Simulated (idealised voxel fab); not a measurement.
This section sets out a process module, namely voxel transistor to metal.
The cross-section shown here is cut; it is 145 nm wide and divided into square cells measuring 5 nm on a side.
If you're reading a cross-section in this doc, picture square cells in a grid; it comes to you as bands, top ones listed first down to the bottom, and a band can be one or more rows of cells. Within each band entry, the heights of the top and of the bottom of the band appear first, in that order and in nm; the materials of the band then follow from left to right, each with its corresponding width in nm. The designation "throughout" on a single material indicates that it fills the band from edge to edge; the designation "empty" indicates empty space. Height is counted from the level 0, under which the received wafer is composed throughout of one material. The lowest of the bands is not closed at the bottom but continues downward, in the notation "0..down". Per-row width for "30->40": begins at first number (top row of band), ends at second number (bottom row), increment between rows held constant. Where the words "nothing changed" appear for a step, the cross-section shows no cell changed by that step; every cell remained as before. The entry "Sealed void listing" lists the empty spaces that cover at least 8 cells and have no open path to the top. Each is written as width x height at distance, where the distance is measured from the left edge and all three values are in nm. Formally, on a step line, whatever follows the settings is a remark that the simulator itself makes on the step. When a step includes a mask, the "overlay nm" setting on its line states how far to the right of its planned place that mask lay, and negative values state how far to the left.

This section lists the process steps that were planned
1) RECEIVE | material Si
2) CONFORMAL_DEP | material SiO2 | thk nm 5
3) CONFORMAL_DEP | material SiN | thk nm 15
4) DIRECTIONAL_DEP | material aC | thk nm 10
5) PATTERN | tone cover | mask id ACTIVE | material resist | width nm 100 | thk nm 25 | overlay nm 0
6) DIRECTIONAL_ETCH | etch materials aC | depth nm 10
7) STRIP | etch materials resist
8) DIRECTIONAL_ETCH | etch materials SiN | depth nm 15
9) DIRECTIONAL_ETCH | etch materials SiO2 | depth nm 5
10) DIRECTIONAL_ETCH | etch materials Si | depth nm 20
11) STRIP | etch materials aC
12) FILL_DEP | material SiO2 | thk nm 15
13) CMP | height nm 20
14) SELECTIVE_ETCH | etch materials SiO2 | depth nm 5
15) STRIP | etch materials SiN
16) SELECTIVE_ETCH | etch materials SiO2 | depth nm 5
17) OXIDIZE | depth nm 5
18) DIRECTIONAL_DEP | material polySi | thk nm 25
19) DIRECTIONAL_DEP | material SiCN | thk nm 10
20) MASKED_ETCH | tone cover | mask id GATE | width nm 20 | etch materials SiCN | depth nm 20 | overlay nm 0
21) MASKED_ETCH | tone cover | mask id GATE | width nm 20 | etch materials polySi | depth nm 35 | overlay nm 0
22) CONFORMAL_DEP | material SiO2 | thk nm 5
23) DIRECTIONAL_ETCH | etch materials SiO2 | depth nm 5
24) CONFORMAL_DEP | material SiN | thk nm 10
25) DIRECTIONAL_ETCH | etch materials SiN | depth nm 10
26) DIRECTIONAL_ETCH | etch materials SiO2 | depth nm 5
27) DIRECTIONAL_ETCH | etch materials Si | depth nm 5
28) EPI | material pSi | thk nm 10
29) FILL_DEP | material SiO2 | thk nm 10
30) CMP | height nm 35
31) DIRECTIONAL_DEP | material SiO2 | thk nm 15
32) MASKED_ETCH | tone open | mask id CONTACT | width nm 20 | pitch nm 70 | etch materials SiO2 | depth nm 50 | overlay nm 0
33) CONFORMAL_DEP | material TiN | thk nm 5
34) FILL_DEP | material W | thk nm 10
35) CMP | height nm 50
36) CONFORMAL_DEP | material SiN | thk nm 5
37) DIRECTIONAL_DEP | material lowk | thk nm 15
38) MASKED_ETCH | tone open | mask id METAL_1 | width nm 20 | pitch nm 70 | etch materials lowk | depth nm 15 | overlay nm 0
39) MASKED_ETCH | tone open | mask id METAL_1 | width nm 20 | pitch nm 70 | etch materials SiN | depth nm 5 | overlay nm 0
40) CONFORMAL_DEP | material TiN | thk nm 5
41) FILL_DEP | material Cu | thk nm 10
42) CMP | height nm 70
43) CONFORMAL_DEP | material SiCN | thk nm 5
44) DIRECTIONAL_DEP | material lowk | thk nm 30
45) DIRECTIONAL_DEP | material aC | thk nm 10
46) PATTERN | tone open | mask id METAL_2 | material resist | width nm 20 | pitch nm 70 | thk nm 30 | overlay nm 0
47) DIRECTIONAL_ETCH | etch materials aC | depth nm 10
48) STRIP | etch materials resist
49) DIRECTIONAL_ETCH | etch materials lowk | depth nm 15
50) STRIP | etch materials aC
51) DIRECTIONAL_DEP | material aC | thk nm 10
52) PATTERN | tone open | mask id METAL_2_HOLES | material resist | width nm 15 | pitch nm 70 | thk nm 30 | overlay nm 0
53) DIRECTIONAL_ETCH | etch materials aC | depth nm 10
54) STRIP | etch materials resist
55) DIRECTIONAL_ETCH | etch materials lowk | depth nm 15
56) DIRECTIONAL_ETCH | etch materials SiCN | depth nm 5
57) STRIP | etch materials aC
58) CONFORMAL_DEP | material TiN | thk nm 5
59) FILL_DEP | material Ru | thk nm 10
60) CMP | height nm 105
61) CONFORMAL_DEP | material SiCN | thk nm 5
It is noted that the wafers described herein are identical at the outset and are distinguished by the depth nm of step 14; the value stated in the plan corresponds to the first wafer.

Incoming state of the first of several wafers in cross-section: after step 1
> 0..down  Si throughout
> Sealed void listing: none

Basically each wafer gets a line in the table, showing it at the end of the module: material by material, the cells it gained (+) or lost (-) since we got it, then its closed voids
depth nm 5; +12 Cu; +16 Ru; -62 Si; +60 SiCN; +57 SiN; +200 SiO2; +92 TiN; +30 W; +195 lowk; +18 pSi; +20 polySi; Sealed void listing: none
depth nm 10; +12 Cu; +16 Ru; -62 Si; +60 SiCN; +53 SiN; +202 SiO2; +92 TiN; +32 W; +195 lowk; +18 pSi; +20 polySi; Sealed void listing: none
depth nm 15; +12 Cu; +16 Ru; -66 Si; +60 SiCN; +49 SiN; +198 SiO2; +96 TiN; +32 W; +195 lowk; +26 pSi; +20 polySi; Sealed void listing: none
depth nm 20; +12 Cu; +16 Ru; -66 Si; +60 SiCN; +53 SiN; +198 SiO2; +96 TiN; +32 W; +195 lowk; +22 pSi; +20 polySi; Sealed void listing: none
depth nm 25; +12 Cu; +16 Ru; -68 Si; +60 SiCN; +57 SiN; +196 SiO2; +96 TiN; +32 W; +195 lowk; +22 pSi; +20 polySi; Sealed void listing: none
depth nm 30; +12 Cu; +16 Ru; -73 Si; +60 SiCN; +61 SiN; +188 SiO2; +96 TiN; +32 W; +195 lowk; +31 pSi; +20 polySi; Sealed void listing: none
